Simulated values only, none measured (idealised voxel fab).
The following process module bears the name voxel ribs on slabs.
FYI the section here is cut, 140 nm wide, cells are 5 nm squares.
This document writes a cross-section as a grid whose cells are square, and gives it as bands, listed from the top down; one or more rows of cells form a band. A band entry consists of two parts. The first gives the height of the band's top and the height of its bottom, in nm. The rest lists the band's materials from left to right, each with its width in nm. A single material labelled with the word "throughout" fills the band from edge to edge, and the word "empty" marks empty space. Note: height 0 marks the level under which the wafer is uniformly one material as received. Lowest band unbounded below, written "top 0, no bottom". Width "30->40": first value at the band's top row of cells, second value at its bottom row, equal change from row to row. "nothing changed" means the step left every cell of the cross-section as it was. In "Sealed-off cavities" the enclosed voids are listed, meaning empty spaces of 8 cells or larger without any opening to the top. The form is width x height at distance, distance from the left edge, units nm. It should be noted that, on the line of a given step, the content following the step's settings is a remark produced by the simulator itself with respect to that step. The setting "overlay nm" may be written on the line of a step. When the step uses a mask, the value reports how far to the right of the planned place the mask lay, and a negative value reports that it lay to the left.

[List of planned process steps]
1. op RECEIVE | material Si
2. op DIRECTIONAL_DEP | material SiO2 | thk nm 30
3. op DIRECTIONAL_DEP | material SiN | thk nm 20
4. op DIRECTIONAL_DEP | material aC | thk nm 15
5. op PATTERN | tone cover | mask id RIB | material resist | width nm 20 | thk nm 35 | overlay nm 0
6. op DIRECTIONAL_ETCH | etch materials aC | depth nm 15
7. op STRIP | etch materials resist
8. op DIRECTIONAL_ETCH | etch materials SiN | depth nm 10
9. op STRIP | etch materials aC
10. op DIRECTIONAL_DEP | material aC | thk nm 15
11. op PATTERN | tone cover | mask id SLAB | material resist | width nm 50 | thk nm 35 | overlay nm 0
12. op DIRECTIONAL_ETCH | etch materials aC | depth nm 15
13. op STRIP | etch materials resist
14. op DIRECTIONAL_ETCH | etch materials SiN | depth nm 10
15. op STRIP | etch materials aC
16. op FILL_DEP | material SiO2 | thk nm 25
17. op CMP | height nm 65
18. op DIRECTIONAL_DEP | material TiN | thk nm 5
19. op DIRECTIONAL_DEP | material aC | thk nm 10
20. op PATTERN | tone cover | mask id HEATER | material resist | width nm 30 | thk nm 25 | overlay nm 0
21. op DIRECTIONAL_ETCH | etch materials aC | depth nm 10
22. op STRIP | etch materials resist
23. op DIRECTIONAL_ETCH | etch materials TiN | depth nm 5
24. op STRIP | etch materials aC
25. op CONFORMAL_DEP | material SiN | thk nm 10

[Wafer cross-section on receipt, i.e. after step 1]
    top 0, no bottom = Si throughout
    Sealed-off cavities: none

[First wafer of two, sectioned at end of module; run went per plan]
    top 80, bottom 75 = empty 45, then SiN 50, then empty 45
    top 75, bottom 70 = SiN throughout
    top 70, bottom 65 = SiN 55, then TiN 30, then SiN 55
    top 65, bottom 50 = SiO2 throughout
    top 50, bottom 40 = SiO2 60, then SiN 20, then SiO2 60
    top 40, bottom 30 = SiO2 45, then SiN 50, then SiO2 45
    top 30, bottom 0 = SiO2 throughout
    top 0, no bottom = Si throughout
    Sealed-off cavities: none

[Presented here is a cross-section of the second of the two wafers as it stood at the end of the module. It was started in the same manner and assigned the same plan as the first wafer; however, one mistake was made in its execution]
    top 80, bottom 75 = SiN 65, then empty 10, then SiN 65
    top 75, bottom 70 = SiN throughout
    top 70, bottom 65 = TiN 55, then SiN 30, then TiN 55
    top 65, bottom 50 = SiO2 throughout
    top 50, bottom 40 = SiO2 60, then SiN 20, then SiO2 60
    top 40, bottom 30 = SiO2 45, then SiN 50, then SiO2 45
    top 30, bottom 0 = SiO2 throughout
    top 0, no bottom = Si throughout
    Sealed-off cavities: none
Nonconformance to the process plan: step 20 ran as: op PATTERN | tone open | mask id HEATER | material resist | width nm 30 | thk nm 25 | overlay nm 0
Per the end-of-run cell counts, the second wafer holds more or fewer of some materials than the first: 16 more of TiN
